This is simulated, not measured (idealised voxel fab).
The following is a process module called voxel transistor to metal.
Cross-section cut spans 190 nm and uses square cells 5 nm in size.
A cross-section is written here as square cells arranged in a grid, and it is given in bands from the top down, each band taking up one or more rows of cells.
A band entry consists of two parts. The first gives the height of the band's top and the height of its bottom, in nm. The rest lists the band's materials from left to right, each with its width in nm. A single material labelled with the word "all across" fills the band from edge to edge, and the word "empty" marks empty space.
Heads up on the height convention: 0 is the point under which the incoming wafer is all one material, and the lowest band has no bottom, it just keeps going down, like "0 and below".
A width such as "30..40" changes by the same amount from each row of cells to the next, from the band's top row to its bottom row.
"no change" means the step left every cell of the cross-section as it was.
"Non-vented voids" lists enclosed empty spaces (at least 8 cells, no open path upward to the top), each as width x height at distance from the left edge, in nm.
Note: text after step settings on the step line = simulator remark on that step.
You can add "overlay nm" to a step's line. For a step with a mask, it describes how far the mask lay to the right of its planned position, and a negative number describes a lay to the left.
These are the steps we planned for the process:
1: RECEIVE, material Si
2: OXIDIZE, depth nm 5
3: CONFORMAL_DEP, material SiN, thk nm 10
4: PATTERN, tone cover, mask id ACTIVE, material resist, width nm 120, thk nm 20, overlay nm 0
5: DIRECTIONAL_ETCH, etch materials SiN, depth nm 10
6: DIRECTIONAL_ETCH, etch materials SiO2, depth nm 5
7: DIRECTIONAL_ETCH, etch materials Si, depth nm 20
8: STRIP, etch materials resist
9: FILL_DEP, material SiO2, thk nm 15
10: CMP, height nm 10
11: SELECTIVE_ETCH, etch materials SiO2, depth nm 5
12: STRIP, etch materials SiN
13: SELECTIVE_ETCH, etch materials SiO2, depth nm 5
14: OXIDIZE, depth nm 5
15: DIRECTIONAL_DEP, material polySi, thk nm 20
16: DIRECTIONAL_DEP, material SiCN, thk nm 10
17: DIRECTIONAL_DEP, material aC, thk nm 15
18: PATTERN, tone cover, mask id GATE, material resist, width nm 30, thk nm 30, overlay nm 0
19: DIRECTIONAL_ETCH, etch materials aC, depth nm 15
20: STRIP, etch materials resist
21: DIRECTIONAL_ETCH, etch materials SiCN, depth nm 20
22: DIRECTIONAL_ETCH, etch materials polySi, depth nm 30
23: STRIP, etch materials aC
24: CONFORMAL_DEP, material SiN, thk nm 5
25: DIRECTIONAL_ETCH, etch materials SiN, depth nm 5
26: DIRECTIONAL_ETCH, etch materials SiO2, depth nm 5
27: DIRECTIONAL_ETCH, etch materials Si, depth nm 10
28: EPI, material pSi, thk nm 10
29: FILL_DEP, material SiO2, thk nm 5
30: CMP, height nm 15
31: STRIP, etch materials polySi
32: SELECTIVE_ETCH, etch materials SiO2, depth nm 5
33: CONFORMAL_DEP, material HfO2, thk nm 5
34: CONFORMAL_DEP, material TiN, thk nm 5
35: FILL_DEP, material W, thk nm 5
36: CMP, height nm 10
37: DIRECTIONAL_DEP, material SiO2, thk nm 10
38: PATTERN, tone open, mask id CONTACT, material resist, width nm 15, pitch nm 85, thk nm 20, overlay nm 0
39: DIRECTIONAL_ETCH, etch materials SiO2, depth nm 30
40: STRIP, etch materials resist
41: CONFORMAL_DEP, material TiN, thk nm 5
42: FILL_DEP, material W, thk nm 5
43: CMP, height nm 20
44: CONFORMAL_DEP, material SiCN, thk nm 5
45: DIRECTIONAL_DEP, material SiO2, thk nm 15
46: PATTERN, tone open, mask id METAL_1, material resist, width nm 15, pitch nm 85, thk nm 20, overlay nm 0
47: DIRECTIONAL_ETCH, etch materials SiO2, depth nm 15
48: DIRECTIONAL_ETCH, etch materials SiCN, depth nm 5
49: STRIP, etch materials resist
50: CONFORMAL_DEP, material TiN, thk nm 5
51: FILL_DEP, material W, thk nm 5
52: CMP, height nm 40
53: CONFORMAL_DEP, material SiCN, thk nm 5
54: DIRECTIONAL_DEP, material lowk, thk nm 25
55: DIRECTIONAL_DEP, material aC, thk nm 15
56: PATTERN, tone open, mask id METAL_2, material resist, width nm 15, pitch nm 85, thk nm 30, overlay nm 0
57: DIRECTIONAL_ETCH, etch materials aC, depth nm 15
58: STRIP, etch materials resist
59: DIRECTIONAL_ETCH, etch materials lowk, depth nm 15
60: STRIP, etch materials aC
61: PATTERN, tone open, mask id METAL_2_HOLES, material resist, width nm 15, pitch nm 85, thk nm 20, overlay nm 0
62: DIRECTIONAL_ETCH, etch materials lowk, depth nm 10
63: DIRECTIONAL_ETCH, etch materials SiCN, depth nm 5
64: STRIP, etch materials resist
65: CONFORMAL_DEP, material TiN, thk nm 5
66: FILL_DEP, material Cu, thk nm 10
67: CMP, height nm 70
68: CONFORMAL_DEP, material SiN, thk nm 5
Wafer cross-section on receipt, i.e. after step 1:
0 and below: Si all across
Non-vented voids: none
Look at the cross-section after the module: the wafer started out the way shown above and the plan was the one shown above, yet one mistake was made along the way:
75 down to 70: SiN all across
70 down to 45: 45 lowk / 5 TiN / 5 Cu / 5 TiN / 70 lowk / 5 TiN / 5 Cu / 5 TiN / 45 lowk
45 down to 40: 45 SiCN / 15 TiN / 70 SiCN / 15 TiN / 45 SiCN
40 down to 25: 45 SiO2 / 5 TiN / 5 W / 5 TiN / 70 SiO2 / 5 TiN / 5 W / 5 TiN / 45 SiO2
25 down to 20: 45 SiCN / 15 TiN / 70 SiCN / 15 TiN / 45 SiCN
20 down to 10: 45 SiO2 / 5 TiN / 5 W / 5 TiN / 70 SiO2 / 5 TiN / 5 W / 5 TiN / 45 SiO2
10 down to 0: 45 SiO2 / 5 TiN / 5 W / 5 TiN / 15 SiO2 / 5 SiN / 5 HfO2 / 5 TiN / 10 W / 5 TiN / 5 HfO2 / 5 SiN / 15 SiO2 / 5 TiN / 5 W / 5 TiN / 45 SiO2
0 down to -5: 30 SiO2 / 5 SiN / 10 SiO2 / 5 TiN / 5 W / 5 TiN / 5 SiO2 / 10 pSi / 5 SiN / 5 HfO2 / 20 TiN / 5 HfO2 / 5 SiN / 10 pSi / 5 SiO2 / 5 TiN / 5 W / 5 TiN / 10 SiO2 / 5 SiN / 30 SiO2
-5 down to -10: 35 SiO2 / 10 pSi / 15 TiN / 5 SiO2 / 10 pSi / 40 HfO2 / 10 pSi / 5 SiO2 / 15 TiN / 10 pSi / 35 SiO2
-10 down to -15: 35 SiO2 / 40 pSi / 40 Si / 40 pSi / 35 SiO2
-15 down to -20: 35 Si / 40 pSi / 40 Si / 40 pSi / 35 Si
-20 and below: Si all across
Non-vented voids: none
Where did the run depart from the plan? step 7 changed vs plan, executed as DIRECTIONAL_ETCH, etch materials Si, depth nm 10
